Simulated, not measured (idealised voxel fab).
The name of this process module is voxel double patterning.
It is cross-section cut that appears here, measuring 260 nm in width, its square cells being 5 nm in size.
This document writes a cross-section as a grid whose cells are square, and gives it as bands, listed from the top down; one or more rows of cells form a band.
In this notation a band is specified by the heights of its top and bottom, in that order and in nm, after which its materials appear from left to right, each paired with its width in nm. The word "full width" attached to a single material means that material fills the band from edge to edge; the word "air" stands for empty space.
Convention: height 0 is the level below which the wafer, as received, is all one material. The lowest band does not terminate at the bottom but continues downward, represented as "top 0, no bottom".
Think of "30->40" as a width that walks from the first number to the second as you go down the band, top row to bottom row, taking equal-sized steps from row to row.
Given "no alteration" for a step, no cell of the cross-section differs between before and after that step.
In "Closed-off voids" the enclosed voids are listed, meaning empty spaces of 8 cells or larger without any opening to the top. The form is width x height at distance, distance from the left edge, units nm.
Read whatever lies past the settings on a step's line as the simulator's own remark about the step.
The line of a step may include "overlay nm". On a step with a mask, this value is how far to the right of its planned place the mask lay. A negative value means the mask lay to the left.
Before/after cross-section pairs, one process step each; after shown to lowest changed band; step and settings beneath. Pairs may be from different runs of this module on the same starting wafer; a pair continues from the one above only where its "Geometry before processing" entry says so.

### Geometry before processing
	top 0, no bottom = Si full width
	Closed-off voids: none

### Structure After Step
	top 10, bottom 0 = SiO2 full width
	Under the height 0 nothing was changed.
	Closed-off voids: none
Q: step between the cross-sections above? A: CONFORMAL_DEP | material SiO2 | thk nm 10

Geometry before processing: refer to the pair immediately above; the cross-section shown after its step is the state before this one.

### Structure After Step
	top 25, bottom 10 = TiN full width
	Under the height 10 nothing was changed.
	Closed-off voids: none
Q: step between the cross-sections above? A: DIRECTIONAL_DEP | material TiN | thk nm 15

Geometry before processing: refer to the pair immediately above; the cross-section shown after its step is the state before this one.

### Structure After Step
	top 30, bottom 25 = SiCN full width
	Under the height 25 nothing was changed.
	Closed-off voids: none
Q: step between the cross-sections above? A: DIRECTIONAL_DEP | material SiCN | thk nm 5

Geometry before processing: refer to the pair immediately above; the cross-section shown after its step is the state before this one.

### Structure After Step
	top 30, bottom 25 = 70 nm SiCN; 15 nm air; 35 nm SiCN; 15 nm air; 35 nm SiCN; 15 nm air; 75 nm SiCN
	Under the height 25 nothing was changed.
	Closed-off voids: none
Q: step between the cross-sections above? A: MASKED_ETCH | tone open | mask id FIRST | width nm 15 | pitch nm 50 | etch materials SiCN | depth nm 5 | overlay nm 0

Geometry before processing: refer to the pair immediately above; the cross-section shown after its step is the state before this one.

### Structure After Step
	top 45, bottom 40 = 70 nm aC; 15 nm air; 35 nm aC; 15 nm air; 35 nm aC; 15 nm air; 75 nm aC
	top 40, bottom 30 = aC full width
	top 30, bottom 25 = 70 nm SiCN; 15 nm aC; 35 nm SiCN; 15 nm aC; 35 nm SiCN; 15 nm aC; 75 nm SiCN
	Under the height 25 nothing was changed.
	Closed-off voids: none
Q: step between the cross-sections above? A: DIRECTIONAL_DEP | material aC | thk nm 15

Geometry before processing: refer to the pair immediately above; the cross-section shown after its step is the state before this one.

### Structure After Step
	top 80, bottom 45 = 95 nm resist; 15 nm air; 35 nm resist; 15 nm air; 100 nm resist
	top 45, bottom 40 = 70 nm aC; 15 nm resist; 35 nm aC; 15 nm resist; 35 nm aC; 15 nm resist; 75 nm aC
	Under the height 40 nothing was changed.
	Closed-off voids: none
Q: step between the cross-sections above? A: PATTERN | tone open | mask id SECOND | material resist | width nm 15 | pitch nm 50 | thk nm 35 | overlay nm 0

Geometry before processing: refer to the pair immediately above; the cross-section shown after its step is the state before this one.

### Structure After Step
	top 65, bottom 45 = 95 nm resist; 15 nm air; 35 nm resist; 15 nm air; 100 nm resist
	top 45, bottom 40 = 70 nm aC; 15 nm resist; 10 nm aC; 15 nm air; 10 nm aC; 15 nm resist; 10 nm aC; 15 nm air; 10 nm aC; 15 nm resist; 75 nm aC
	top 40, bottom 30 = 95 nm aC; 15 nm air; 35 nm aC; 15 nm air; 100 nm aC
	Under the height 30 nothing was changed.
	Closed-off voids: none
Q: step between the cross-sections above? A: DIRECTIONAL_ETCH | etch materials aC | depth nm 15

Geometry before processing: refer to the pair immediately above; the cross-section shown after its step is the state before this one.

### Structure After Step
	top 45, bottom 40 = 70 nm aC; 15 nm air; 10 nm aC; 15 nm air; 10 nm aC; 15 nm air; 10 nm aC; 15 nm air; 10 nm aC; 15 nm air; 75 nm aC
	Under the height 40 nothing was changed.
	Closed-off voids: none
Q: step between the cross-sections above? A: STRIP | etch materials resist

Geometry before processing: refer to the pair immediately above; the cross-section shown after its step is the state before this one.

### Structure After Step
	top 45, bottom 40 = 70 nm aC; 15 nm air; 10 nm aC; 15 nm air; 10 nm aC; 15 nm air; 10 nm aC; 15 nm air; 10 nm aC; 15 nm air; 75 nm aC
	top 40, bottom 30 = 95 nm aC; 15 nm air; 35 nm aC; 15 nm air; 100 nm aC
	top 30, bottom 25 = 70 nm SiCN; 15 nm aC; 10 nm SiCN; 15 nm air; 10 nm SiCN; 15 nm aC; 10 nm SiCN; 15 nm air; 10 nm SiCN; 15 nm aC; 75 nm SiCN
	Under the height 25 nothing was changed.
	Closed-off voids: none
Q: step between the cross-sections above? A: DIRECTIONAL_ETCH | etch materials SiCN | depth nm 5

Geometry before processing: refer to the pair immediately above; the cross-section shown after its step is the state before this one.

### Structure After Step
	top 30, bottom 25 = 70 nm SiCN; 15 nm air; 10 nm SiCN; 15 nm air; 10 nm SiCN; 15 nm air; 10 nm SiCN; 15 nm air; 10 nm SiCN; 15 nm air; 75 nm SiCN
	Under the height 25 nothing was changed.
	Closed-off voids: none
Q: step between the cross-sections above? A: STRIP | etch materials aC

Geometry before processing: refer to the pair immediately above; the cross-section shown after its step is the state before this one.

### Structure After Step
	top 30, bottom 25 = 70 nm SiCN; 15 nm air; 10 nm SiCN; 15 nm air; 10 nm SiCN; 15 nm air; 10 nm SiCN; 15 nm air; 10 nm SiCN; 15 nm air; 75 nm SiCN
	top 25, bottom 10 = 70 nm TiN; 15 nm air; 10 nm TiN; 15 nm air; 10 nm TiN; 15 nm air; 10 nm TiN; 15 nm air; 10 nm TiN; 15 nm air; 75 nm TiN
	Under the height 10 nothing was changed.
	Closed-off voids: none
Q: step between the cross-sections above? A: DIRECTIONAL_ETCH | etch materials TiN | depth nm 15

Geometry before processing: refer to the pair immediately above; the cross-section shown after its step is the state before this one.

### Structure After Step
	top 25, bottom 10 = 70 nm TiN; 15 nm air; 10 nm TiN; 15 nm air; 10 nm TiN; 15 nm air; 10 nm TiN; 15 nm air; 10 nm TiN; 15 nm air; 75 nm TiN
	Under the height 10 nothing was changed.
	Closed-off voids: none
Q: step between the cross-sections above? A: STRIP | etch materials SiCN

### Geometry before processing
	top 0, no bottom = Si full width
	Closed-off voids: none

### Structure After Step
	top 15, bottom 0 = TiN full width
	Under the height 0 nothing was changed.
	Closed-off voids: none
Q: step between the cross-sections above? A: DIRECTIONAL_DEP | material TiN | thk nm 15

Geometry before processing: refer to the pair immediately above; the cross-section shown after its step is the state before this one.

### Structure After Step
	top 20, bottom 15 = SiCN full width
	Under the height 15 nothing was changed.
	Closed-off voids: none
Q: step between the cross-sections above? A: DIRECTIONAL_DEP | material SiCN | thk nm 5

Geometry before processing: refer to the pair immediately above; the cross-section shown after its step is the state before this one.

### Structure After Step
	top 20, bottom 15 = 70 nm SiCN; 15 nm air; 35 nm SiCN; 15 nm air; 35 nm SiCN; 15 nm air; 75 nm SiCN
	Under the height 15 nothing was changed.
	Closed-off voids: none
Q: step between the cross-sections above? A: MASKED_ETCH | tone open | mask id FIRST | width nm 15 | pitch nm 50 | etch materials SiCN | depth nm 5 | overlay nm 0

Geometry before processing: refer to the pair immediately above; the cross-section shown after its step is the state before this one.

### Structure After Step
	top 35, bottom 30 = 70 nm aC; 15 nm air; 35 nm aC; 15 nm air; 35 nm aC; 15 nm air; 75 nm aC
	top 30, bottom 20 = aC full width
	top 20, bottom 15 = 70 nm SiCN; 15 nm aC; 35 nm SiCN; 15 nm aC; 35 nm SiCN; 15 nm aC; 75 nm SiCN
	Under the height 15 nothing was changed.
	Closed-off voids: none
Q: step between the cross-sections above? A: DIRECTIONAL_DEP | material aC | thk nm 15

Geometry before processing: refer to the pair immediately above; the cross-section shown after its step is the state before this one.

### Structure After Step
	top 70, bottom 35 = 95 nm resist; 15 nm air; 35 nm resist; 15 nm air; 100 nm resist
	top 35, bottom 30 = 70 nm aC; 15 nm resist; 35 nm aC; 15 nm resist; 35 nm aC; 15 nm resist; 75 nm aC
	Under the height 30 nothing was changed.
	Closed-off voids: none
Q: step between the cross-sections above? A: PATTERN | tone open | mask id SECOND | material resist | width nm 15 | pitch nm 50 | thk nm 35 | overlay nm 0

Geometry before processing: refer to the pair immediately above; the cross-section shown after its step is the state before this one.

### Structure After Step
	top 55, bottom 35 = 95 nm resist; 15 nm air; 35 nm resist; 15 nm air; 100 nm resist
	top 35, bottom 30 = 70 nm aC; 15 nm resist; 10 nm aC; 15 nm air; 10 nm aC; 15 nm resist; 10 nm aC; 15 nm air; 10 nm aC; 15 nm resist; 75 nm aC
	top 30, bottom 20 = 95 nm aC; 15 nm air; 35 nm aC; 15 nm air; 100 nm aC
	Under the height 20 nothing was changed.
	Closed-off voids: none
Q: step between the cross-sections above? A: DIRECTIONAL_ETCH | etch materials aC | depth nm 15

Geometry before processing: refer to the pair immediately above; the cross-section shown after its step is the state before this one.

### Structure After Step
	top 35, bottom 30 = 70 nm aC; 15 nm air; 10 nm aC; 15 nm air; 10 nm aC; 15 nm air; 10 nm aC; 15 nm air; 10 nm aC; 15 nm air; 75 nm aC
	Under the height 30 nothing was changed.
	Closed-off voids: none
Q: step between the cross-sections above? A: STRIP | etch materials resist

Geometry before processing: refer to the pair immediately above; the cross-section shown after its step is the state before this one.

### Structure After Step
	top 35, bottom 30 = 70 nm aC; 15 nm air; 10 nm aC; 15 nm air; 10 nm aC; 15 nm air; 10 nm aC; 15 nm air; 10 nm aC; 15 nm air; 75 nm aC
	top 30, bottom 20 = 95 nm aC; 15 nm air; 35 nm aC; 15 nm air; 100 nm aC
	top 20, bottom 15 = 70 nm SiCN; 15 nm aC; 10 nm SiCN; 15 nm air; 10 nm SiCN; 15 nm aC; 10 nm SiCN; 15 nm air; 10 nm SiCN; 15 nm aC; 75 nm SiCN
	Under the height 15 nothing was changed.
	Closed-off voids: none
Q: step between the cross-sections above? A: DIRECTIONAL_ETCH | etch materials SiCN | depth nm 5

Geometry before processing: refer to the pair immediately above; the cross-section shown after its step is the state before this one.

### Structure After Step
	top 20, bottom 15 = 70 nm SiCN; 15 nm air; 10 nm SiCN; 15 nm air; 10 nm SiCN; 15 nm air; 10 nm SiCN; 15 nm air; 10 nm SiCN; 15 nm air; 75 nm SiCN
	Under the height 15 nothing was changed.
	Closed-off voids: none
Q: step between the cross-sections above? A: STRIP | etch materials aC

Geometry before processing: refer to the pair immediately above; the cross-section shown after its step is the state before this one.

### Structure After Step
	top 20, bottom 15 = 70 nm SiCN; 15 nm air; 10 nm SiCN; 15 nm air; 10 nm SiCN; 15 nm air; 10 nm SiCN; 15 nm air; 10 nm SiCN; 15 nm air; 75 nm SiCN
	top 15, bottom 0 = 70 nm TiN; 15 nm air; 10 nm TiN; 15 nm air; 10 nm TiN; 15 nm air; 10 nm TiN; 15 nm air; 10 nm TiN; 15 nm air; 75 nm TiN
	Under the height 0 nothing was changed.
	Closed-off voids: none
Q: step between the cross-sections above? A: DIRECTIONAL_ETCH | etch materials TiN | depth nm 15

Geometry before processing: refer to the pair immediately above; the cross-section shown after its step is the state before this one.

### Structure After Step
	top 15, bottom 0 = 70 nm TiN; 15 nm air; 10 nm TiN; 15 nm air; 10 nm TiN; 15 nm air; 10 nm TiN; 15 nm air; 10 nm TiN; 15 nm air; 75 nm TiN
	Under the height 0 nothing was changed.
	Closed-off voids: none
Q: step between the cross-sections above? A: STRIP | etch materials SiCN

### Geometry before processing
	top 25, bottom 10 = TiN full width
	top 10, bottom 0 = SiO2 full width
	top 0, no bottom = Si full width
	Closed-off voids: none

### Structure After Step
	top 40, bottom 10 = TiN full width
	Under the height 10 nothing was changed.
	Closed-off voids: none
Q: step between the cross-sections above? A: DIRECTIONAL_DEP | material TiN | thk nm 15

Geometry before processing: refer to the pair immediately above; the cross-section shown after its step is the state before this one.

### Structure After Step
	top 45, bottom 40 = SiCN full width
	Under the height 40 nothing was changed.
	Closed-off voids: none
Q: step between the cross-sections above? A: DIRECTIONAL_DEP | material SiCN | thk nm 5

Geometry before processing: refer to the pair immediately above; the cross-section shown after its step is the state before this one.

### Structure After Step
	top 45, bottom 40 = 70 nm SiCN; 15 nm air; 35 nm SiCN; 15 nm air; 35 nm SiCN; 15 nm air; 75 nm SiCN
	Under the height 40 nothing was changed.
	Closed-off voids: none
Q: step between the cross-sections above? A: MASKED_ETCH | tone open | mask id FIRST | width nm 15 | pitch nm 50 | etch materials SiCN | depth nm 5 | overlay nm 0

Geometry before processing: refer to the pair immediately above; the cross-section shown after its step is the state before this one.

### Structure After Step
	top 60, bottom 55 = 70 nm aC; 15 nm air; 35 nm aC; 15 nm air; 35 nm aC; 15 nm air; 75 nm aC
	top 55, bottom 45 = aC full width
	top 45, bottom 40 = 70 nm SiCN; 15 nm aC; 35 nm SiCN; 15 nm aC; 35 nm SiCN; 15 nm aC; 75 nm SiCN
	Under the height 40 nothing was changed.
	Closed-off voids: none
Q: step between the cross-sections above? A: DIRECTIONAL_DEP | material aC | thk nm 15

Geometry before processing: refer to the pair immediately above; the cross-section shown after its step is the state before this one.

### Structure After Step
	top 95, bottom 60 = 95 nm resist; 15 nm air; 35 nm resist; 15 nm air; 100 nm resist
	top 60, bottom 55 = 70 nm aC; 15 nm resist; 35 nm aC; 15 nm resist; 35 nm aC; 15 nm resist; 75 nm aC
	Under the height 55 nothing was changed.
	Closed-off voids: none
Q: step between the cross-sections above? A: PATTERN | tone open | mask id SECOND | material resist | width nm 15 | pitch nm 50 | thk nm 35 | overlay nm 0

Geometry before processing: refer to the pair immediately above; the cross-section shown after its step is the state before this one.

### Structure After Step
	top 80, bottom 60 = 95 nm resist; 15 nm air; 35 nm resist; 15 nm air; 100 nm resist
	top 60, bottom 55 = 70 nm aC; 15 nm resist; 10 nm aC; 15 nm air; 10 nm aC; 15 nm resist; 10 nm aC; 15 nm air; 10 nm aC; 15 nm resist; 75 nm aC
	top 55, bottom 45 = 95 nm aC; 15 nm air; 35 nm aC; 15 nm air; 100 nm aC
	Under the height 45 nothing was changed.
	Closed-off voids: none
Q: step between the cross-sections above? A: DIRECTIONAL_ETCH | etch materials aC | depth nm 15

Geometry before processing: refer to the pair immediately above; the cross-section shown after its step is the state before this one.

### Structure After Step
	top 60, bottom 55 = 70 nm aC; 15 nm air; 10 nm aC; 15 nm air; 10 nm aC; 15 nm air; 10 nm aC; 15 nm air; 10 nm aC; 15 nm air; 75 nm aC
	Under the height 55 nothing was changed.
	Closed-off voids: none
Q: step between the cross-sections above? A: STRIP | etch materials resist

Geometry before processing: refer to the pair immediately above; the cross-section shown after its step is the state before this one.

### Structure After Step
	top 60, bottom 55 = 70 nm aC; 15 nm air; 10 nm aC; 15 nm air; 10 nm aC; 15 nm air; 10 nm aC; 15 nm air; 10 nm aC; 15 nm air; 75 nm aC
	top 55, bottom 45 = 95 nm aC; 15 nm air; 35 nm aC; 15 nm air; 100 nm aC
	top 45, bottom 40 = 70 nm SiCN; 15 nm aC; 10 nm SiCN; 15 nm air; 10 nm SiCN; 15 nm aC; 10 nm SiCN; 15 nm air; 10 nm SiCN; 15 nm aC; 75 nm SiCN
	Under the height 40 nothing was changed.
	Closed-off voids: none
Q: step between the cross-sections above? A: DIRECTIONAL_ETCH | etch materials SiCN | depth nm 5

Geometry before processing: refer to the pair immediately above; the cross-section shown after its step is the state before this one.

### Structure After Step
	top 45, bottom 40 = 70 nm SiCN; 15 nm air; 10 nm SiCN; 15 nm air; 10 nm SiCN; 15 nm air; 10 nm SiCN; 15 nm air; 10 nm SiCN; 15 nm air; 75 nm SiCN
	Under the height 40 nothing was changed.
	Closed-off voids: none
Q: step between the cross-sections above? A: STRIP | etch materials aC

Geometry before processing: refer to the pair immediately above; the cross-section shown after its step is the state before this one.

### Structure After Step
	top 45, bottom 40 = 70 nm SiCN; 15 nm air; 10 nm SiCN; 15 nm air; 10 nm SiCN; 15 nm air; 10 nm SiCN; 15 nm air; 10 nm SiCN; 15 nm air; 75 nm SiCN
	top 40, bottom 25 = 70 nm TiN; 15 nm air; 10 nm TiN; 15 nm air; 10 nm TiN; 15 nm air; 10 nm TiN; 15 nm air; 10 nm TiN; 15 nm air; 75 nm TiN
	Under the height 25 nothing was changed.
	Closed-off voids: none
Q: step between the cross-sections above? A: DIRECTIONAL_ETCH | etch materials TiN | depth nm 15

Geometry before processing: refer to the pair immediately above; the cross-section shown after its step is the state before this one.

### Structure After Step
	top 40, bottom 25 = 70 nm TiN; 15 nm air; 10 nm TiN; 15 nm air; 10 nm TiN; 15 nm air; 10 nm TiN; 15 nm air; 10 nm TiN; 15 nm air; 75 nm TiN
	Under the height 25 nothing was changed.
	Closed-off voids: none
Q: step between the cross-sections above? A: STRIP | etch materials SiCN

### Geometry before processing
	top 15, bottom 0 = TiN full width
	top 0, no bottom = Si full width
	Closed-off voids: none

### Structure After Step
	top 25, bottom 15 = SiO2 full width
	Under the height 15 nothing was changed.
	Closed-off voids: none
Q: step between the cross-sections above? A: CONFORMAL_DEP | material SiO2 | thk nm 10

Geometry before processing: refer to the pair immediately above; the cross-section shown after its step is the state before this one.

### Structure After Step
	top 30, bottom 25 = SiCN full width
	Under the height 25 nothing was changed.
	Closed-off voids: none
Q: step between the cross-sections above? A: DIRECTIONAL_DEP | material SiCN | thk nm 5

Geometry before processing: refer to the pair immediately above; the cross-section shown after its step is the state before this one.

### Structure After Step
	top 30, bottom 25 = 70 nm SiCN; 15 nm air; 35 nm SiCN; 15 nm air; 35 nm SiCN; 15 nm air; 75 nm SiCN
	Under the height 25 nothing was changed.
	Closed-off voids: none
Q: step between the cross-sections above? A: MASKED_ETCH | tone open | mask id FIRST | width nm 15 | pitch nm 50 | etch materials SiCN | depth nm 5 | overlay nm 0

Geometry before processing: refer to the pair immediately above; the cross-section shown after its step is the state before this one.

### Structure After Step
	top 45, bottom 40 = 70 nm aC; 15 nm air; 35 nm aC; 15 nm air; 35 nm aC; 15 nm air; 75 nm aC
	top 40, bottom 30 = aC full width
	top 30, bottom 25 = 70 nm SiCN; 15 nm aC; 35 nm SiCN; 15 nm aC; 35 nm SiCN; 15 nm aC; 75 nm SiCN
	Under the height 25 nothing was changed.
	Closed-off voids: none
Q: step between the cross-sections above? A: DIRECTIONAL_DEP | material aC | thk nm 15

Geometry before processing: refer to the pair immediately above; the cross-section shown after its step is the state before this one.

### Structure After Step
	top 80, bottom 45 = 95 nm resist; 15 nm air; 35 nm resist; 15 nm air; 100 nm resist
	top 45, bottom 40 = 70 nm aC; 15 nm resist; 35 nm aC; 15 nm resist; 35 nm aC; 15 nm resist; 75 nm aC
	Under the height 40 nothing was changed.
	Closed-off voids: none
Q: step between the cross-sections above? A: PATTERN | tone open | mask id SECOND | material resist | width nm 15 | pitch nm 50 | thk nm 35 | overlay nm 0

Geometry before processing: refer to the pair immediately above; the cross-section shown after its step is the state before this one.

### Structure After Step
	top 65, bottom 45 = 95 nm resist; 15 nm air; 35 nm resist; 15 nm air; 100 nm resist
	top 45, bottom 40 = 70 nm aC; 15 nm resist; 10 nm aC; 15 nm air; 10 nm aC; 15 nm resist; 10 nm aC; 15 nm air; 10 nm aC; 15 nm resist; 75 nm aC
	top 40, bottom 30 = 95 nm aC; 15 nm air; 35 nm aC; 15 nm air; 100 nm aC
	Under the height 30 nothing was changed.
	Closed-off voids: none
Q: step between the cross-sections above? A: DIRECTIONAL_ETCH | etch materials aC | depth nm 15

Geometry before processing: refer to the pair immediately above; the cross-section shown after its step is the state before this one.

### Structure After Step
	top 45, bottom 40 = 70 nm aC; 15 nm air; 10 nm aC; 15 nm air; 10 nm aC; 15 nm air; 10 nm aC; 15 nm air; 10 nm aC; 15 nm air; 75 nm aC
	Under the height 40 nothing was changed.
	Closed-off voids: none
Q: step between the cross-sections above? A: STRIP | etch materials resist

Geometry before processing: refer to the pair immediately above; the cross-section shown after its step is the state before this one.

### Structure After Step
	top 45, bottom 40 = 70 nm aC; 15 nm air; 10 nm aC; 15 nm air; 10 nm aC; 15 nm air; 10 nm aC; 15 nm air; 10 nm aC; 15 nm air; 75 nm aC
	top 40, bottom 30 = 95 nm aC; 15 nm air; 35 nm aC; 15 nm air; 100 nm aC
	top 30, bottom 25 = 70 nm SiCN; 15 nm aC; 10 nm SiCN; 15 nm air; 10 nm SiCN; 15 nm aC; 10 nm SiCN; 15 nm air; 10 nm SiCN; 15 nm aC; 75 nm SiCN
	Under the height 25 nothing was changed.
	Closed-off voids: none
Q: step between the cross-sections above? A: DIRECTIONAL_ETCH | etch materials SiCN | depth nm 5

Geometry before processing: refer to the pair immediately above; the cross-section shown after its step is the state before this one.

### Structure After Step
	top 30, bottom 25 = 70 nm SiCN; 15 nm air; 10 nm SiCN; 15 nm air; 10 nm SiCN; 15 nm air; 10 nm SiCN; 15 nm air; 10 nm SiCN; 15 nm air; 75 nm SiCN
	Under the height 25 nothing was changed.
	Closed-off voids: none
Q: step between the cross-sections above? A: STRIP | etch materials aC

Geometry before processing: refer to the pair immediately above; the cross-section shown after its step is the state before this one.

### Structure After Step
	top 25, bottom 15 = SiO2 full width
	Under the height 15 nothing was changed.
	Closed-off voids: none
Q: step between the cross-sections above? A: STRIP | etch materials SiCN

### Geometry before processing
	top 0, no bottom = Si full width
	Closed-off voids: none

### Structure After Step
	top 5, bottom 0 = SiO2 full width
	Under the height 0 nothing was changed.
	Closed-off voids: none
Q: step between the cross-sections above? A: CONFORMAL_DEP | material SiO2 | thk nm 5

Geometry before processing: refer to the pair immediately above; the cross-section shown after its step is the state before this one.

### Structure After Step
	top 20, bottom 5 = TiN full width
	Under the height 5 nothing was changed.
	Closed-off voids: none
Q: step between the cross-sections above? A: DIRECTIONAL_DEP | material TiN | thk nm 15

Geometry before processing: refer to the pair immediately above; the cross-section shown after its step is the state before this one.

### Structure After Step
	top 25, bottom 20 = SiCN full width
	Under the height 20 nothing was changed.
	Closed-off voids: none
Q: step between the cross-sections above? A: DIRECTIONAL_DEP | material SiCN | thk nm 5

Geometry before processing: refer to the pair immediately above; the cross-section shown after its step is the state before this one.

### Structure After Step
	top 25, bottom 20 = 70 nm SiCN; 15 nm air; 35 nm SiCN; 15 nm air; 35 nm SiCN; 15 nm air; 75 nm SiCN
	Under the height 20 nothing was changed.
	Closed-off voids: none
Q: step between the cross-sections above? A: MASKED_ETCH | tone open | mask id FIRST | width nm 15 | pitch nm 50 | etch materials SiCN | depth nm 5 | overlay nm 0

Geometry before processing: refer to the pair immediately above; the cross-section shown after its step is the state before this one.

### Structure After Step
	top 40, bottom 35 = 70 nm aC; 15 nm air; 35 nm aC; 15 nm air; 35 nm aC; 15 nm air; 75 nm aC
	top 35, bottom 25 = aC full width
	top 25, bottom 20 = 70 nm SiCN; 15 nm aC; 35 nm SiCN; 15 nm aC; 35 nm SiCN; 15 nm aC; 75 nm SiCN
	Under the height 20 nothing was changed.
	Closed-off voids: none
Q: step between the cross-sections above? A: DIRECTIONAL_DEP | material aC | thk nm 15

Geometry before processing: refer to the pair immediately above; the cross-section shown after its step is the state before this one.

### Structure After Step
	top 75, bottom 40 = 95 nm resist; 15 nm air; 35 nm resist; 15 nm air; 100 nm resist
	top 40, bottom 35 = 70 nm aC; 15 nm resist; 35 nm aC; 15 nm resist; 35 nm aC; 15 nm resist; 75 nm aC
	Under the height 35 nothing was changed.
	Closed-off voids: none
Q: step between the cross-sections above? A: PATTERN | tone open | mask id SECOND | material resist | width nm 15 | pitch nm 50 | thk nm 35 | overlay nm 0

Geometry before processing: refer to the pair immediately above; the cross-section shown after its step is the state before this one.

### Structure After Step
	top 60, bottom 40 = 95 nm resist; 15 nm air; 35 nm resist; 15 nm air; 100 nm resist
	top 40, bottom 35 = 70 nm aC; 15 nm resist; 10 nm aC; 15 nm air; 10 nm aC; 15 nm resist; 10 nm aC; 15 nm air; 10 nm aC; 15 nm resist; 75 nm aC
	top 35, bottom 25 = 95 nm aC; 15 nm air; 35 nm aC; 15 nm air; 100 nm aC
	Under the height 25 nothing was changed.
	Closed-off voids: none
Q: step between the cross-sections above? A: DIRECTIONAL_ETCH | etch materials aC | depth nm 15

Geometry before processing: refer to the pair immediately above; the cross-section shown after its step is the state before this one.

### Structure After Step
	top 40, bottom 35 = 70 nm aC; 15 nm air; 10 nm aC; 15 nm air; 10 nm aC; 15 nm air; 10 nm aC; 15 nm air; 10 nm aC; 15 nm air; 75 nm aC
	Under the height 35 nothing was changed.
	Closed-off voids: none
Q: step between the cross-sections above? A: STRIP | etch materials resist

Geometry before processing: refer to the pair immediately above; the cross-section shown after its step is the state before this one.

### Structure After Step
	top 40, bottom 35 = 70 nm aC; 15 nm air; 10 nm aC; 15 nm air; 10 nm aC; 15 nm air; 10 nm aC; 15 nm air; 10 nm aC; 15 nm air; 75 nm aC
	top 35, bottom 25 = 95 nm aC; 15 nm air; 35 nm aC; 15 nm air; 100 nm aC
	top 25, bottom 20 = 70 nm SiCN; 15 nm aC; 10 nm SiCN; 15 nm air; 10 nm SiCN; 15 nm aC; 10 nm SiCN; 15 nm air; 10 nm SiCN; 15 nm aC; 75 nm SiCN
	Under the height 20 nothing was changed.
	Closed-off voids: none
Q: step between the cross-sections above? A: DIRECTIONAL_ETCH | etch materials SiCN | depth nm 5

Geometry before processing: refer to the pair immediately above; the cross-section shown after its step is the state before this one.

### Structure After Step
	top 25, bottom 20 = 70 nm SiCN; 15 nm air; 10 nm SiCN; 15 nm air; 10 nm SiCN; 15 nm air; 10 nm SiCN; 15 nm air; 10 nm SiCN; 15 nm air; 75 nm SiCN
	Under the height 20 nothing was changed.
	Closed-off voids: none
Q: step between the cross-sections above? A: STRIP | etch materials aC

Geometry before processing: refer to the pair immediately above; the cross-section shown after its step is the state before this one.

### Structure After Step
	top 25, bottom 20 = 70 nm SiCN; 15 nm air; 10 nm SiCN; 15 nm air; 10 nm SiCN; 15 nm air; 10 nm SiCN; 15 nm air; 10 nm SiCN; 15 nm air; 75 nm SiCN
	top 20, bottom 5 = 70 nm TiN; 15 nm air; 10 nm TiN; 15 nm air; 10 nm TiN; 15 nm air; 10 nm TiN; 15 nm air; 10 nm TiN; 15 nm air; 75 nm TiN
	Under the height 5 nothing was changed.
	Closed-off voids: none
Q: step between the cross-sections above? A: DIRECTIONAL_ETCH | etch materials TiN | depth nm 15

Geometry before processing: refer to the pair immediately above; the cross-section shown after its step is the state before this one.

### Structure After Step
	top 20, bottom 5 = 70 nm TiN; 15 nm air; 10 nm TiN; 15 nm air; 10 nm TiN; 15 nm air; 10 nm TiN; 15 nm air; 10 nm TiN; 15 nm air; 75 nm TiN
	Under the height 5 nothing was changed.
	Closed-off voids: none
Q: step between the cross-sections above? A: STRIP | etch materials SiCN

### Geometry before processing
	top 45, bottom 40 = 70 nm aC; 15 nm air; 35 nm aC; 15 nm air; 35 nm aC; 15 nm air; 75 nm aC
	top 40, bottom 30 = aC full width
	top 30, bottom 25 = 70 nm SiCN; 15 nm aC; 35 nm SiCN; 15 nm aC; 35 nm SiCN; 15 nm aC; 75 nm SiCN
	top 25, bottom 10 = TiN full width
	top 10, bottom 0 = SiO2 full width
	top 0, no bottom = Si full width
	Closed-off voids: none

### Structure After Step
	top 80, bottom 45 = 95 nm resist; 20 nm air; 30 nm resist; 20 nm air; 95 nm resist
	top 45, bottom 40 = 70 nm aC; 15 nm resist; 35 nm aC; 15 nm resist; 35 nm aC; 15 nm resist; 75 nm aC
	Under the height 40 nothing was changed.
	Closed-off voids: none
Q: step between the cross-sections above? A: PATTERN | tone open | mask id SECOND | material resist | width nm 20 | pitch nm 50 | thk nm 35 | overlay nm 0

Geometry before processing: refer to the pair immediately above; the cross-section shown after its step is the state before this one.

### Structure After Step
	top 65, bottom 45 = 95 nm resist; 20 nm air; 30 nm resist; 20 nm air; 95 nm resist
	top 45, bottom 40 = 70 nm aC; 15 nm resist; 10 nm aC; 20 nm air; 5 nm aC; 15 nm resist; 10 nm aC; 20 nm air; 5 nm aC; 15 nm resist; 75 nm aC
	top 40, bottom 30 = 95 nm aC; 20 nm air; 30 nm aC; 20 nm air; 95 nm aC
	Under the height 30 nothing was changed.
	Closed-off voids: none
Q: step between the cross-sections above? A: DIRECTIONAL_ETCH | etch materials aC | depth nm 15

Geometry before processing: refer to the pair immediately above; the cross-section shown after its step is the state before this one.

### Structure After Step
	top 45, bottom 40 = 70 nm aC; 15 nm air; 10 nm aC; 20 nm air; 5 nm aC; 15 nm air; 10 nm aC; 20 nm air; 5 nm aC; 15 nm air; 75 nm aC
	Under the height 40 nothing was changed.
	Closed-off voids: none
Q: step between the cross-sections above? A: STRIP | etch materials resist

Geometry before processing: refer to the pair immediately above; the cross-section shown after its step is the state before this one.

### Structure After Step
	top 45, bottom 40 = 70 nm aC; 15 nm air; 10 nm aC; 20 nm air; 5 nm aC; 15 nm air; 10 nm aC; 20 nm air; 5 nm aC; 15 nm air; 75 nm aC
	top 40, bottom 30 = 95 nm aC; 20 nm air; 30 nm aC; 20 nm air; 95 nm aC
	top 30, bottom 25 = 70 nm SiCN; 15 nm aC; 10 nm SiCN; 20 nm air; 5 nm SiCN; 15 nm aC; 10 nm SiCN; 20 nm air; 5 nm SiCN; 15 nm aC; 75 nm SiCN
	Under the height 25 nothing was changed.
	Closed-off voids: none
Q: step between the cross-sections above? A: DIRECTIONAL_ETCH | etch materials SiCN | depth nm 5

Geometry before processing: refer to the pair immediately above; the cross-section shown after its step is the state before this one.

### Structure After Step
	top 30, bottom 25 = 70 nm SiCN; 15 nm air; 10 nm SiCN; 20 nm air; 5 nm SiCN; 15 nm air; 10 nm SiCN; 20 nm air; 5 nm SiCN; 15 nm air; 75 nm SiCN
	Under the height 25 nothing was changed.
	Closed-off voids: none
Q: step between the cross-sections above? A: STRIP | etch materials aC
